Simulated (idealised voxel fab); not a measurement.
Proc. module: voxel double patterning
Shown is cross-section cut, with a width of 165 nm and square cells of size 5 nm.
Notation: cross-section as square-cell grid; stated in bands, top first, going down; one or more cell rows per band. For a band, the entry starts with two heights in nm, that of the top and then that of the bottom, and carries on with the band's materials in order from left to right, each alongside its width in nm; the word "full width" beside a single material means it fills the band edge to edge, and "blank" means empty space. It should be noted that heights are counted from 0, beneath which the wafer as supplied is of one material throughout, and that the lowest band possesses no lower boundary but continues downward, as written in "z 0 and below". It should be noted that a width expressed as "30 to 40" varies in equal increments from row to row of cells within the band, taking the value of the first number at the top row and that of the second number at the bottom row. Reading "everything unchanged" for a step: not a cell of the cross-section changed in it. Enclosed voids (no open way to top), threshold 8 cells or more, entry "Sealed cavities", notation width x height at distance, distance from left edge, nm. Where a step's line continues beyond its settings, the continuation is a remark by the simulator itself on that step. overlay nm: step with mask; distance mask lay right of planned place; negative value = left of planned place.

**Process steps (planned)**
1. RECEIVE: material Si
2. CONFORMAL_DEP: material SiO2, thk nm 10
3. DIRECTIONAL_DEP: material polySi, thk nm 15
4. DIRECTIONAL_DEP: material SiN, thk nm 10
5. DIRECTIONAL_DEP: material aC, thk nm 10
6. PATTERN: tone open, mask id FIRST, material resist, width nm 15, pitch nm 50, thk nm 30, overlay nm 0
7. DIRECTIONAL_ETCH: etch materials aC, depth nm 10
8. STRIP: etch materials resist
9. DIRECTIONAL_ETCH: etch materials SiN, depth nm 10
10. STRIP: etch materials aC
11. DIRECTIONAL_DEP: material aC, thk nm 10
12. PATTERN: tone open, mask id SECOND, material resist, width nm 15, pitch nm 50, thk nm 30, overlay nm 0
13. DIRECTIONAL_ETCH: etch materials aC, depth nm 10
14. STRIP: etch materials resist
15. DIRECTIONAL_ETCH: etch materials SiN, depth nm 10
16. STRIP: etch materials aC
17. DIRECTIONAL_ETCH: etch materials polySi, depth nm 15
18. STRIP: etch materials SiN

**As-received state of the wafer in cross-section, equivalent to post-step 1**
  z 0 and below = Si full width
  Sealed cavities: none

**Cross-section at module end, one run error; start and plan unchanged from above**
  z 25 to 20 = polySi: 25; blank: 15; polySi: 10; blank: 15; polySi: 10; blank: 15; polySi: 10; blank: 15; polySi: 10; blank: 15; polySi: 25
  z 20 to 10 = polySi full width
  z 10 to 0 = SiO2 full width
  z 0 and below = Si full width
  Sealed cavities: none
Short version of what went wrong: rather than as planned, step 17 actually ran as DIRECTIONAL_ETCH: etch materials polySi, depth nm 5
